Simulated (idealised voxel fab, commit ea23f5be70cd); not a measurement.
Process module in this document: voxel air gaps
Section cut is 175 nm wide and gridded with 5 nm square cells.
A cross-section in this document is a grid of square cells, and it is written down as bands, the top band listed before the ones below it; a band is made up of one or more rows of cells. Heights first: top, then bottom, in nm. Then materials, left to right, each with a width in nm. "throughout" on a single material: fills the band edge to edge. "empty": empty space. We count height from 0. Below that, the starting wafer is all one material. The lowest band never ends at the bottom but goes on down; see "0..down" for how that is written. When a width is written as two numbers, as in "30->40", the first number is the width in the top row of cells of the band and the second is the width in its bottom row, and the width changes by the same amount from each row to the next. Step note "left unchanged" = no cross-section cell changed. For the entry "Enclosed voids", the listed items are empty spaces with no open way to the top whose size is 8 cells or more; each item follows the pattern width x height at distance, where distance is from the left edge and all three are in nm. Text after the settings on a step's line: the simulator's own remark on that step. overlay nm: step with mask; distance mask lay right of planned place; negative value = left of planned place.

The steps planned for the process are as follows:
1) RECEIVE with material Si
2) CONFORMAL_DEP with material SiO2, thk nm 15
3) CONFORMAL_DEP with material SiCN, thk nm 5
4) DIRECTIONAL_DEP with material lowk, thk nm 35
5) DIRECTIONAL_DEP with material aC, thk nm 15
6) PATTERN with tone open, mask id LINES, material resist, width nm 25, pitch nm 50, thk nm 30, overlay nm 0
7) DIRECTIONAL_ETCH with etch materials aC, depth nm 15
8) STRIP with etch materials resist
9) DIRECTIONAL_ETCH with etch materials lowk, depth nm 35
10) STRIP with etch materials aC
11) CONFORMAL_DEP with material TiN, thk nm 5
12) FILL_DEP with material Cu, thk nm 5
13) CMP with height nm 55
14) EPI with material Ru, thk nm 10
15) SELECTIVE_ETCH with etch materials lowk, depth nm 45
16) CONFORMAL_DEP with material SiCN, thk nm 5

Step 1 complete: cross-section of the wafer as received:
* 0..down = Si throughout
* Enclosed voids: none

What the wafer looks like in cross-section after this module, when it starts as shown above and follows the plan above but one mistake is made in running it:
* 65..55 = empty: 15; Ru: 45; empty: 5; Ru: 45; empty: 5; Ru: 45; empty: 15
* 55..25 = empty: 25; TiN: 5; Cu: 15; TiN: 5; empty: 25; TiN: 5; Cu: 15; TiN: 5; empty: 25; TiN: 5; Cu: 15; TiN: 5; empty: 25
* 25..20 = empty: 25; TiN: 25; empty: 25; TiN: 25; empty: 25; TiN: 25; empty: 25
* 20..15 = SiCN throughout
* 15..0 = SiO2 throughout
* 0..down = Si throughout
* Enclosed voids: none
Diagnosis: not run: step 16 of the plan (skipped)
